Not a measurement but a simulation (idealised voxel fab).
Title: Process Module voxel fin reveal
It is cross-section cut that appears here, measuring 285 nm in width, its square cells being 5 nm in size.
Each cross-section below is a grid of square cells, stated as bands in top-down order, with one or more rows of cells making up each band.
Band: top and bottom heights (nm) first, top before bottom; then materials from left to right, widths in nm. "throughout" marks a sole material filling the band edge to edge. "empty" denotes empty space.
Heads up on the height convention: 0 is the point under which the incoming wafer is all one material, and the lowest band has no bottom, it just keeps going down, like "z 0 and below".
The notation "30 to 40" denotes a width that varies across the rows of cells in the band, beginning at the first number in the top row, finishing at the second number in the bottom row, and changing by an identical amount from each row to the next.
The cross-section has no changed cell in any step marked "all unchanged".
Empty spaces without an open route to the top, at least 8 cells in extent, make up the entry "Enclosed internal cavities"; each is given as width x height at distance, where the distance is measured from the left edge, and all are in nm.
Step line, after settings: the simulator's comment on this step.
overlay nm: step with mask; distance mask lay right of planned place; negative value = left of planned place.
# Listed below are the process steps as planned
1: RECEIVE with material Si
2: CONFORMAL_DEP with material SiN, thk nm 10
3: MASKED_ETCH with tone cover, mask id FINS, width nm 15, pitch nm 35, etch materials SiN, depth nm 10, overlay nm 0
4: MASKED_ETCH with tone cover, mask id FINS, width nm 15, pitch nm 35, etch materials Si, depth nm 30, overlay nm 0
5: OXIDIZE with depth nm 5
6: FILL_DEP with material SiO2, thk nm 15
7: CMP with height nm 10
8: SELECTIVE_ETCH with etch materials SiO2, depth nm 30
9: STRIP with etch materials SiN
# As received (post step 1): cross-section
- z 0 and below  Si throughout
- Enclosed internal cavities: none
# This is how the wafer looks in cross-section once the module is done, given the starting state and plan above and one mistake in carrying the plan out
- z 10 to 0  empty 115 nm  SiN 15 nm  empty 20 nm  SiN 15 nm  empty 120 nm
- z 0 to -35  empty 120 nm  Si 5 nm  empty 30 nm  Si 5 nm  empty 125 nm
- z -35 and below  Si throughout
- Enclosed internal cavities: none
Deviation from plan: planned and actual differ for step 9; actual: STRIP with etch materials SiO2
